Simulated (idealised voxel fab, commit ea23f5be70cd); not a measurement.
The process module presented herein is designated voxel local oxidation.
The cross-section shown here is cut; it is 165 nm wide and divided into square cells measuring 5 nm on a side.
When this document writes out a cross-section, it uses a grid of square cells and lists it as bands, beginning at the top and moving down, with a band standing for one or more rows of cells.
In this notation a band is specified by the heights of its top and bottom, in that order and in nm, after which its materials appear from left to right, each paired with its width in nm. The word "all across" attached to a single material means that material fills the band from edge to edge; the word "blank" stands for empty space.
A quick word on heights: they are counted from 0, and under that level the wafer as it came to us is one material throughout. The lowest band is different from the rest in having no bottom; it simply continues downward, written as in "0..down".
A width given as "30->40" starts at the first number in the band's top row and ends at the second number in its bottom row, shifting by an equal amount at every step from row to row.
The cross-section has no changed cell in any step marked "nothing changed".
Any empty space of 8 cells or more lacking an open way to the top shows up in "Enclosed cavities" as width x height at distance, distance from the left edge, in nm.
If you see something after the settings on a step's line, that's the simulator's own remark about that step.
overlay nm: step with mask; distance mask lay right of planned place; negative value = left of planned place.
PROCESS STEPS (PLANNED)
1: RECEIVE,material Si
2: OXIDIZE,depth nm 5
3: CONFORMAL_DEP,material SiN,thk nm 10
4: MASKED_ETCH,tone cover,mask id ACTIVE,width nm 110,etch materials SiN,depth nm 10,overlay nm 0
5: SELECTIVE_ETCH,etch materials SiO2,depth nm 5
6: OXIDIZE,depth nm 15
7: STRIP,etch materials SiN
FIRST OF TWO WAFERS - AS PLANNED
INCOMING WAFER, CROSS-SECTIONAL VIEW, POST STEP 1
    0..down = Si all across
    Enclosed cavities: none
HOW THE WAFER STANDS IN SECTION AFTER STEP 2
    0..-5 = SiO2 all across
    Rest of section, below -5: as before.
HOW THE WAFER STANDS IN SECTION AFTER STEP 3
    10..0 = SiN all across
    Rest of section, below 0: as before.
HOW THE WAFER STANDS IN SECTION AFTER STEP 4
    10..0 = blank (25), SiN (110), blank (30)
    Rest of section, below 0: as before.
HOW THE WAFER STANDS IN SECTION AFTER STEP 5
    10..0 = blank (25), SiN (110), blank (30)
    0..-5 = blank (30), SiO2 (100), blank (35)
    Rest of section, below -5: as before.
HOW THE WAFER STANDS IN SECTION AFTER STEP 6
    10..0 = blank (25), SiN (110), blank (30)
    0..-5 = blank (30), SiO2 (100), blank (35)
    -5..-20 = SiO2 (45), Si (70), SiO2 (50)
    Rest of section, below -20: as before.
HOW THE WAFER STANDS IN SECTION AFTER STEP 7
    0..-5 = blank (30), SiO2 (100), blank (35)
    Rest of section, below -5: as before.
OKAY, SECOND WAFER. NOTHING DIFFERENT AT THE START, NOTHING DIFFERENT IN THE PLAN, JUST ONE MISTAKE SOMEWHERE IN THE RUNNING. AS FAR AS STEP 3, COUNTING THAT STEP, IT'S THE FIRST WAFER ALL OVER AGAIN
SECOND WAFER, SECTIONED VIEW, AT STEP 4'S PLANNED END TIME
    10..0 = SiN (25), blank (110), SiN (30)
    Rest of section, below 0: as before.
SECOND WAFER, SECTIONED VIEW, AT STEP 5'S PLANNED END TIME
    10..0 = SiN (25), blank (110), SiN (30)
    0..-5 = SiO2 (20), blank (120), SiO2 (25)
    Rest of section, below -5: as before.
SECOND WAFER, SECTIONED VIEW, AT STEP 6'S PLANNED END TIME
    10..0 = SiN (25), blank (110), SiN (30)
    0..-5 = SiO2 (20), blank (120), SiO2 (25)
    -5..-20 = Si (5), SiO2 (150), Si (10)
    Rest of section, below -20: as before.
SECOND WAFER, SECTIONED VIEW, AT STEP 7'S PLANNED END TIME
    0..-5 = SiO2 (20), blank (120), SiO2 (25)
    Rest of section, below -5: as before.
Deviation from plan: step 4 off recipe, ran as MASKED_ETCH,tone open,mask id ACTIVE,width nm 110,etch materials SiN,depth nm 10,overlay nm 0
at the end the second wafer has, in cells: Si: 33 fewer, SiO2: 22 more
